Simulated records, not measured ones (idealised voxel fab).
process module | voxel transistor to metal
cross-section cut | 195 nm wide | cells 5 nm
A cross-section is a grid of square cells, given in bands from the top down. A band is one or more rows of cells.
Each band's line starts with the height of the band's top and of its bottom, in nm. Then come its materials from left to right, each with its width in nm. One material with "throughout" fills the band from edge to edge. "air" is empty space.
Height 0 is the level under which the wafer as received is all one material. The lowest band goes on downwards, as in "0 down".
A width such as "30 to 40" changes by the same amount from each row of cells to the next, from the band's top row to its bottom row.
"no change" after a step means that no cell of the cross-section changed.
closed voids: empty space of 8 cells or more with no open way to the top, each as width x height at its distance from the left edge, in nm
after a step's settings: what the simulator itself notes on the step
overlay nm, on a step with a mask: how far to the right of its planned place the mask lay; to the left if negative
plan
1 op RECEIVE | material Si
2 op OXIDIZE | depth nm 5
3 op CONFORMAL_DEP | material SiN | thk nm 10
4 op MASKED_ETCH | tone cover | mask id ACTIVE | width nm 115 | etch materials SiN | depth nm 10 | overlay nm 0
5 op MASKED_ETCH | tone cover | mask id ACTIVE | width nm 115 | etch materials SiO2 | depth nm 5 | overlay nm 0
6 op MASKED_ETCH | tone cover | mask id ACTIVE | width nm 115 | etch materials Si | depth nm 35 | overlay nm 0
7 op FILL_DEP | material SiO2 | thk nm 10
8 op CMP | height nm 10
9 op SELECTIVE_ETCH | etch materials SiO2 | depth nm 10
10 op STRIP | etch materials SiN
11 op SELECTIVE_ETCH | etch materials SiO2 | depth nm 5
12 op OXIDIZE | depth nm 5
13 op DIRECTIONAL_DEP | material polySi | thk nm 30
14 op DIRECTIONAL_DEP | material SiCN | thk nm 15
15 op DIRECTIONAL_DEP | material aC | thk nm 10
16 op PATTERN | tone cover | mask id GATE | material resist | width nm 25 | thk nm 30 | overlay nm 0
17 op DIRECTIONAL_ETCH | etch materials aC | depth nm 10
18 op STRIP | etch materials resist
19 op DIRECTIONAL_ETCH | etch materials SiCN | depth nm 25
20 op DIRECTIONAL_ETCH | etch materials polySi | depth nm 40
21 op STRIP | etch materials aC
22 op CONFORMAL_DEP | material SiO2 | thk nm 5
23 op DIRECTIONAL_ETCH | etch materials SiO2 | depth nm 5
24 op CONFORMAL_DEP | material SiN | thk nm 5
25 op DIRECTIONAL_ETCH | etch materials SiN | depth nm 5
26 op DIRECTIONAL_ETCH | etch materials SiO2 | depth nm 5
27 op EPI | material nSi | thk nm 5
28 op FILL_DEP | material SiO2 | thk nm 10
29 op CMP | height nm 40
30 op DIRECTIONAL_DEP | material SiO2 | thk nm 10
31 op PATTERN | tone open | mask id CONTACT | material resist | width nm 15 | pitch nm 80 | thk nm 15 | overlay nm 0
32 op DIRECTIONAL_ETCH | etch materials SiO2 | depth nm 55
33 op STRIP | etch materials resist
34 op CONFORMAL_DEP | material TiN | thk nm 5
35 op FILL_DEP | material Ru | thk nm 10
36 op CMP | height nm 50
37 op CONFORMAL_DEP | material SiN | thk nm 5
38 op DIRECTIONAL_DEP | material SiO2 | thk nm 20
39 op DIRECTIONAL_DEP | material aC | thk nm 15
40 op PATTERN | tone open | mask id METAL_1 | material resist | width nm 15 | pitch nm 80 | thk nm 35 | overlay nm 0
41 op DIRECTIONAL_ETCH | etch materials aC | depth nm 15
42 op STRIP | etch materials resist
43 op DIRECTIONAL_ETCH | etch materials SiO2 | depth nm 20
44 op DIRECTIONAL_ETCH | etch materials SiN | depth nm 5
45 op STRIP | etch materials aC
46 op CONFORMAL_DEP | material TiN | thk nm 5
47 op FILL_DEP | material Cu | thk nm 10
48 op CMP | height nm 75
49 op CONFORMAL_DEP | material SiCN | thk nm 5
as received, after step 1
  0 down: Si throughout
  closed voids: none
a wafer at the end: this start, this plan, one mistake
  80 to 75: SiCN throughout
  75 to 55: SiO2 45 | TiN 5 | Cu 15 | TiN 5 | SiO2 55 | TiN 5 | Cu 15 | TiN 5 | SiO2 45
  55 to 50: SiN 45 | TiN 25 | SiN 55 | TiN 25 | SiN 45
  50 to 40: SiO2 50 | TiN 5 | Ru 5 | TiN 5 | SiO2 65 | TiN 5 | Ru 5 | TiN 5 | SiO2 50
  40 to 25: SiO2 50 | TiN 5 | Ru 5 | TiN 5 | SiO2 10 | SiN 5 | SiO2 5 | SiCN 25 | SiO2 5 | SiN 5 | SiO2 10 | TiN 5 | Ru 5 | TiN 5 | SiO2 50
  25 to 0: SiO2 50 | TiN 5 | Ru 5 | TiN 5 | SiO2 10 | SiN 5 | SiO2 5 | polySi 25 | SiO2 5 | SiN 5 | SiO2 10 | TiN 5 | Ru 5 | TiN 5 | SiO2 50
  0 to -5: SiO2 50 | TiN 15 | SiO2 10 | SiN 5 | SiO2 5 | polySi 25 | SiO2 5 | SiN 5 | SiO2 10 | TiN 15 | SiO2 50
  -5 to -10: SiO2 35 | nSi 40 | SiO2 45 | nSi 40 | SiO2 35
  -10 to -40: SiO2 40 | Si 115 | SiO2 40
  -40 down: Si throughout
  closed voids: none
what went wrong: step 40 ran as: op PATTERN | tone open | mask id METAL_1 | material resist | width nm 25 | pitch nm 80 | thk nm 35 | overlay nm 0
